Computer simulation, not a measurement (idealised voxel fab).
Proc. module: voxel local oxidation
It is cross-section cut that appears here, measuring 295 nm in width, its square cells being 5 nm in size.
Throughout this document, each cross-section is represented as a grid of square cells and is presented as a sequence of bands enumerated from the top downward, where a band comprises one or more rows of cells.
Band: top and bottom heights (nm) first, top before bottom; then materials from left to right, widths in nm. "throughout" marks a sole material filling the band edge to edge. "blank" denotes empty space.
Height is counted from the level 0, under which the received wafer is composed throughout of one material. The lowest of the bands is not closed at the bottom but continues downward, in the notation "z 0 and below".
You'd read "30 to 40" like this: the band's top row of cells is as wide as the first number, its bottom row is as wide as the second, and going down, every row changes width by the same amount as the row before did.
It should be understood that the words "nothing changed", when stated for a given step, signify that the cross-section underwent no change in any of its cells during that step.
Closed void entries: empty space of 8 cells or more with no open way to the top, each as width x height at its distance from the left edge, in nm
after a step's settings: what the simulator itself notes on the step
The optional step-line setting "overlay nm" applies to steps with a mask and quantifies how far to the right of its planned location the mask lay, a negative value indicating leftward placement.
Steps planned for the process:
1: RECEIVE | material Si
2: CONFORMAL_DEP | material SiO2 | thk nm 5
3: CONFORMAL_DEP | material SiN | thk nm 15
4: PATTERN | tone cover | mask id ACTIVE | material resist | width nm 120 | thk nm 15 | overlay nm 0
5: DIRECTIONAL_ETCH | etch materials SiN | depth nm 15
6: STRIP | etch materials resist
7: SELECTIVE_ETCH | etch materials SiO2 | depth nm 5
8: OXIDIZE | depth nm 10
9: STRIP | etch materials SiN
Cross-sectional view of the wafer in its as-received condition, corresponding to the state after step 1:
- z 0 and below: Si throughout
- Closed void entries: none
The cross-section shown corresponds to the wafer at the conclusion of the module. The initial structure and the process plan are those presented above; however, one mistake occurred in executing the plan:
- z 5 to 0: 80 SiO2, then 130 blank, then 85 SiO2
- z 0 to -10: 70 Si, then 150 SiO2, then 75 Si
- z -10 and below: Si throughout
- Closed void entries: none
Plan not followed: step 4 deviated from plan and actually ran as PATTERN | tone open | mask id ACTIVE | material resist | width nm 120 | thk nm 15 | overlay nm 0
